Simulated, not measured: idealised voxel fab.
Presented below is a process module, voxel gate over fins.
Displayed cross-section: cut, width of 195 nm, square cells sized 5 nm.
Cross-section, as written here: a square-cell grid given band by band from the top down, where a band holds one or more rows of cells.
Read a band's entry like this: the first values are the height of its top and the height of its bottom in nm, and what follows is the sequence of materials from left to right, each with its width in nm. Note that "air" is empty space, and that a single material marked "full width" reaches across the band from edge to edge.
The reference from which all heights are counted is 0, the level beneath which the as-received wafer is entirely one material; the lowest band, having no lower bound, proceeds downward and is written after the example "from 0 down".
The width entry "30->40" should be interpreted row by row: the top row of cells in the band takes the first number, the bottom row takes the second number, and the change between adjacent rows is uniform throughout.
"left unchanged" after a step means that no cell of the cross-section changed.
Look at "Catalogued sealed voids" for the closed voids: empty spaces with no open path to the top, sized 8 cells or up. Each is width x height at distance, distance from the left edge, all nm.
Step line, after settings: the simulator's comment on this step.
"overlay nm", when on a step's line for a step with a mask, measures how far to the right of its planned place the mask lay; a negative measure means to the left.
# Below is the list of planned process steps
1: RECEIVE: material Si
2: CONFORMAL_DEP: material SiN, thk nm 5
3: PATTERN: tone cover, mask id FINS, material resist, width nm 15, pitch nm 40, thk nm 15, overlay nm 0
4: DIRECTIONAL_ETCH: etch materials SiN, depth nm 5
5: DIRECTIONAL_ETCH: etch materials Si, depth nm 40
6: STRIP: etch materials resist
7: FILL_DEP: material SiO2, thk nm 10
8: CMP: height nm 5
9: SELECTIVE_ETCH: etch materials SiO2, depth nm 20
10: STRIP: etch materials SiN
11: CONFORMAL_DEP: material HfO2, thk nm 5
12: CONFORMAL_DEP: material TiN, thk nm 5
13: CONFORMAL_DEP: material TiAl, thk nm 5
14: CONFORMAL_DEP: material TiN, thk nm 5
15: FILL_DEP: material W, thk nm 15
16: CMP: height nm 30
17: CONFORMAL_DEP: material SiN, thk nm 5
It is noted that the wafers described herein are identical at the outset and are distinguished by the thk nm of step 17; the value stated in the plan corresponds to the first wafer.
# The first of several wafers as received, shown in cross-section; this is its state after step 1
  from 0 down = Si full width
  Catalogued sealed voids: none
# Below is a per-wafer table. In it, each row describes the wafer at the end of the module by giving, for each material, the number of cells gained (+) or lost (-) since the wafer was received, and after that the closed voids of the wafer
thk nm 5 | +57 HfO2 | -240 Si | +39 SiN | +150 SiO2 | +51 TiAl | +102 TiN | +114 W | Catalogued sealed voids: none
thk nm 10 | +57 HfO2 | -240 Si | +78 SiN | +150 SiO2 | +51 TiAl | +102 TiN | +114 W | Catalogued sealed voids: none
thk nm 15 | +57 HfO2 | -240 Si | +117 SiN | +150 SiO2 | +51 TiAl | +102 TiN | +114 W | Catalogued sealed voids: none
thk nm 20 | +57 HfO2 | -240 Si | +156 SiN | +150 SiO2 | +51 TiAl | +102 TiN | +114 W | Catalogued sealed voids: none
